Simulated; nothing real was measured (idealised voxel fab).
process module | voxel self aligned contacts
cross-section cut | 270 nm wide | cells 5 nm
A cross-section is a grid of square cells, given in bands from the top down. A band is one or more rows of cells.
Each band's line starts with the height of the band's top and of its bottom, in nm. Then come its materials from left to right, each with its width in nm. One material with "throughout" fills the band from edge to edge. "air" is empty space.
Height 0 is the level under which the wafer as received is all one material. The lowest band goes on downwards, as in "0 down".
A width such as "30 to 40" changes by the same amount from each row of cells to the next, from the band's top row to its bottom row.
"no change" after a step means that no cell of the cross-section changed.
closed voids: empty space of 8 cells or more with no open way to the top, each as width x height at its distance from the left edge, in nm
after a step's settings: what the simulator itself notes on the step
overlay nm, on a step with a mask: how far to the right of its planned place the mask lay; to the left if negative
plan
1 op RECEIVE | material Si
2 op CONFORMAL_DEP | material SiO2 | thk nm 5
3 op DIRECTIONAL_DEP | material polySi | thk nm 30
4 op DIRECTIONAL_DEP | material SiN | thk nm 15
5 op MASKED_ETCH | tone cover | mask id GATE | width nm 25 | pitch nm 55 | etch materials SiN | depth nm 15 | overlay nm 0
6 op MASKED_ETCH | tone cover | mask id GATE | width nm 25 | pitch nm 55 | etch materials polySi | depth nm 30 | overlay nm 0
7 op CONFORMAL_DEP | material SiN | thk nm 5
8 op DIRECTIONAL_ETCH | etch materials SiN | depth nm 5
9 op FILL_DEP | material SiO2 | thk nm 10
10 op CMP | height nm 55
11 op DIRECTIONAL_DEP | material aC | thk nm 15
12 op PATTERN | tone open | mask id CONTACT | material resist | width nm 40 | thk nm 30 | overlay nm 0
13 op DIRECTIONAL_ETCH | etch materials aC | depth nm 15
14 op STRIP | etch materials resist
15 op DIRECTIONAL_ETCH | etch materials SiO2 | depth nm 55
16 op STRIP | etch materials aC
17 op CONFORMAL_DEP | material TiN | thk nm 5
18 op FILL_DEP | material W | thk nm 10
19 op CMP | height nm 55
20 op CONFORMAL_DEP | material SiN | thk nm 5
first wafer, as planned
as received, after step 1
  0 down: Si throughout
  closed voids: none
after step 2
  5 to 0: SiO2 throughout
  below 0: unchanged
after step 3
  35 to 5: polySi throughout
  below 5: unchanged
after step 4
  50 to 35: SiN throughout
  below 35: unchanged
after step 5
  50 to 35: air 95 | SiN 25 | air 30 | SiN 25 | air 95
  below 35: unchanged
after step 6
  50 to 35: air 95 | SiN 25 | air 30 | SiN 25 | air 95
  35 to 5: air 95 | polySi 25 | air 30 | polySi 25 | air 95
  below 5: unchanged
after step 7
  55 to 35: air 90 | SiN 35 | air 20 | SiN 35 | air 90
  35 to 10: air 90 | SiN 5 | polySi 25 | SiN 5 | air 20 | SiN 5 | polySi 25 | SiN 5 | air 90
  10 to 5: SiN 95 | polySi 25 | SiN 30 | polySi 25 | SiN 95
  below 5: unchanged
after step 8
  50 to 35: air 90 | SiN 35 | air 20 | SiN 35 | air 90
  35 to 5: air 90 | SiN 5 | polySi 25 | SiN 5 | air 20 | SiN 5 | polySi 25 | SiN 5 | air 90
  below 5: unchanged
after step 9
  60 to 50: SiO2 throughout
  50 to 35: SiO2 90 | SiN 35 | SiO2 20 | SiN 35 | SiO2 90
  35 to 5: SiO2 90 | SiN 5 | polySi 25 | SiN 5 | SiO2 20 | SiN 5 | polySi 25 | SiN 5 | SiO2 90
  below 5: unchanged
after step 10
  55 to 50: SiO2 throughout
  below 50: unchanged
after step 11
  70 to 55: aC throughout
  below 55: unchanged
after step 12
  100 to 70: resist 115 | air 40 | resist 115
  below 70: unchanged
after step 13
  85 to 70: resist 115 | air 40 | resist 115
  70 to 55: aC 115 | air 40 | aC 115
  below 55: unchanged
after step 14
  70 to 55: aC 115 | air 40 | aC 115
  below 55: unchanged
after step 15
  70 to 55: aC 115 | air 40 | aC 115
  55 to 50: SiO2 115 | air 40 | SiO2 115
  50 to 35: SiO2 90 | SiN 35 | air 20 | SiN 35 | SiO2 90
  35 to 5: SiO2 90 | SiN 5 | polySi 25 | SiN 5 | air 20 | SiN 5 | polySi 25 | SiN 5 | SiO2 90
  5 to 0: SiO2 125 | air 20 | SiO2 125
  below 0: unchanged
after step 16
  55 to 50: SiO2 115 | air 40 | SiO2 115
  below 50: unchanged
after step 17
  60 to 55: TiN 120 | air 30 | TiN 120
  55 to 50: SiO2 115 | TiN 15 | air 10 | TiN 15 | SiO2 115
  50 to 35: SiO2 90 | SiN 35 | TiN 5 | air 10 | TiN 5 | SiN 35 | SiO2 90
  35 to 5: SiO2 90 | SiN 5 | polySi 25 | SiN 5 | TiN 5 | air 10 | TiN 5 | SiN 5 | polySi 25 | SiN 5 | SiO2 90
  5 to 0: SiO2 125 | TiN 20 | SiO2 125
  below 0: unchanged
after step 18
  70 to 60: W throughout
  60 to 55: TiN 120 | W 30 | TiN 120
  55 to 50: SiO2 115 | TiN 15 | W 10 | TiN 15 | SiO2 115
  50 to 35: SiO2 90 | SiN 35 | TiN 5 | W 10 | TiN 5 | SiN 35 | SiO2 90
  35 to 5: SiO2 90 | SiN 5 | polySi 25 | SiN 5 | TiN 5 | W 10 | TiN 5 | SiN 5 | polySi 25 | SiN 5 | SiO2 90
  below 5: unchanged
after step 19
  55 to 50: SiO2 115 | TiN 15 | W 10 | TiN 15 | SiO2 115
  below 50: unchanged
after step 20
  60 to 55: SiN throughout
  below 55: unchanged
second wafer: like start, like plan, one mistake. Through step 3 it matches the first wafer
when step 4 should have ended
  65 to 35: SiN throughout
  below 35: unchanged
when step 5 should have ended
  65 to 50: air 95 | SiN 25 | air 30 | SiN 25 | air 95
  below 50: unchanged
when step 6 should have ended: no change
when step 7 should have ended
  70 to 55: air 90 | SiN 35 | air 20 | SiN 35 | air 90
  55 to 35: SiN throughout
  below 35: unchanged
when step 8 should have ended
  65 to 50: air 90 | SiN 35 | air 20 | SiN 35 | air 90
  below 50: unchanged
when step 9 should have ended
  75 to 65: SiO2 throughout
  65 to 50: SiO2 90 | SiN 35 | SiO2 20 | SiN 35 | SiO2 90
  below 50: unchanged
when step 10 should have ended
  55 to 50: SiO2 90 | SiN 35 | SiO2 20 | SiN 35 | SiO2 90
  below 50: unchanged
when step 11 should have ended
  70 to 55: aC throughout
  below 55: unchanged
when step 12 should have ended
  100 to 70: resist 115 | air 40 | resist 115
  below 70: unchanged
when step 13 should have ended
  85 to 70: resist 115 | air 40 | resist 115
  70 to 55: aC 115 | air 40 | aC 115
  below 55: unchanged
when step 14 should have ended
  70 to 55: aC 115 | air 40 | aC 115
  below 55: unchanged
when step 15 should have ended
  70 to 55: aC 115 | air 40 | aC 115
  55 to 50: SiO2 90 | SiN 35 | air 20 | SiN 35 | SiO2 90
  below 50: unchanged
when step 16 should have ended
  55 to 50: SiO2 90 | SiN 35 | air 20 | SiN 35 | SiO2 90
  below 50: unchanged
when step 17 should have ended
  60 to 55: TiN 130 | air 10 | TiN 130
  55 to 50: SiO2 90 | SiN 35 | TiN 20 | SiN 35 | SiO2 90
  below 50: unchanged
when step 18 should have ended
  70 to 60: W throughout
  60 to 55: TiN 130 | W 10 | TiN 130
  below 55: unchanged
when step 19 should have ended
  55 to 50: SiO2 90 | SiN 35 | TiN 20 | SiN 35 | SiO2 90
  below 50: unchanged
when step 20 should have ended
  60 to 55: SiN throughout
  below 55: unchanged
what went wrong: step 4 was run twice
at the end the second wafer has, in cells: 110 more of SiN | 330 fewer of SiO2 | 24 fewer of TiN | 20 fewer of W | 264 more of polySi
